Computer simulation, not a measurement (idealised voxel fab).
This is a process module. Its name is voxel self aligned vias.
The figure presents cross-section cut, which has a width of 175 nm and is divided into square cells with an edge length of 5 nm.
Square cells in a grid make up a cross-section in this document, and the grid is given as bands, listed from the top down, each one or more rows of cells. First you get the band's top height and its bottom height, in nm, and then the materials it's made of, left to right, with each width in nm. If you see a single material with "edge to edge", that one covers the band edge to edge. "air" is empty space. Zero point of the height axis is 0; under it, received wafer = one material. Lowest band: continues down indefinitely, "from 0 down". Width: "30 to 40" (first number = top row, second number = bottom row, same change from row to row of cells). Where a step carries "nothing got changed", the cross-section came out of it unchanged, cell for cell. So "Closed cavity list" is basically the list of trapped voids: any empty space of 8 cells or more that can't reach the top through an opening. They're written width x height at distance, the distance being from the left edge, and it's all nm. On a step's line, text after the settings is the simulator commenting on that step. "overlay nm" on a masked step: distance the mask lay right of its planned place, negative for left.
Here's what the planned process steps look like:
- 1: RECEIVE: material Si
- 2: CONFORMAL_DEP: material SiO2, thk nm 10
- 3: CONFORMAL_DEP: material SiCN, thk nm 5
- 4: DIRECTIONAL_DEP: material SiO2, thk nm 25
- 5: MASKED_ETCH: tone open, mask id LINES, width nm 25, pitch nm 55, etch materials SiO2, depth nm 25, overlay nm 0
- 6: CONFORMAL_DEP: material TiN, thk nm 5
- 7: FILL_DEP: material W, thk nm 5
- 8: CMP: height nm 40
- 9: SELECTIVE_ETCH: etch materials W Ru TiN, depth nm 5
- 10: FILL_DEP: material SiN, thk nm 5
- 11: CMP: height nm 40
- 12: DIRECTIONAL_DEP: material SiO2, thk nm 15
- 13: DIRECTIONAL_DEP: material aC, thk nm 10
- 14: PATTERN: tone open, mask id VIAS, material resist, width nm 35, pitch nm 55, thk nm 25, overlay nm 0
- 15: DIRECTIONAL_ETCH: etch materials aC, depth nm 10
- 16: STRIP: etch materials resist
- 17: DIRECTIONAL_ETCH: etch materials SiO2, depth nm 15
- 18: DIRECTIONAL_ETCH: etch materials SiN, depth nm 5
- 19: STRIP: etch materials aC
- 20: CONFORMAL_DEP: material TiN, thk nm 5
- 21: FILL_DEP: material Ru, thk nm 5
- 22: CMP: height nm 55
- 23: CONFORMAL_DEP: material SiN, thk nm 5
Cross-section of the wafer at receipt, which is the condition after step 1:
> from 0 down | Si edge to edge
> Closed cavity list: none
Starting structure and process plan are as shown above, but one mistake was made in running the module; the wafer cross-section at the end of the module follows:
> from 60 to 55 | SiN edge to edge
> from 55 to 45 | SiO2: 40 / TiN: 5 / Ru: 25 / TiN: 5 / SiO2: 20 / TiN: 5 / Ru: 25 / TiN: 5 / SiO2: 45
> from 45 to 40 | SiO2: 40 / TiN: 10 / Ru: 15 / TiN: 10 / SiO2: 20 / TiN: 10 / Ru: 15 / TiN: 10 / SiO2: 45
> from 40 to 35 | SiO2: 45 / TiN: 25 / SiO2: 30 / TiN: 25 / SiO2: 50
> from 35 to 20 | SiO2: 45 / TiN: 5 / W: 15 / TiN: 5 / SiO2: 30 / TiN: 5 / W: 15 / TiN: 5 / SiO2: 50
> from 20 to 15 | SiO2: 45 / TiN: 25 / SiO2: 30 / TiN: 25 / SiO2: 50
> from 15 to 5 | SiO2 edge to edge
> from 5 to 0 | SiCN edge to edge
> from 0 down | Si edge to edge
> Closed cavity list: none
Here's what went sideways: contrary to the plan, steps 2 and 3 were processed in exchanged order
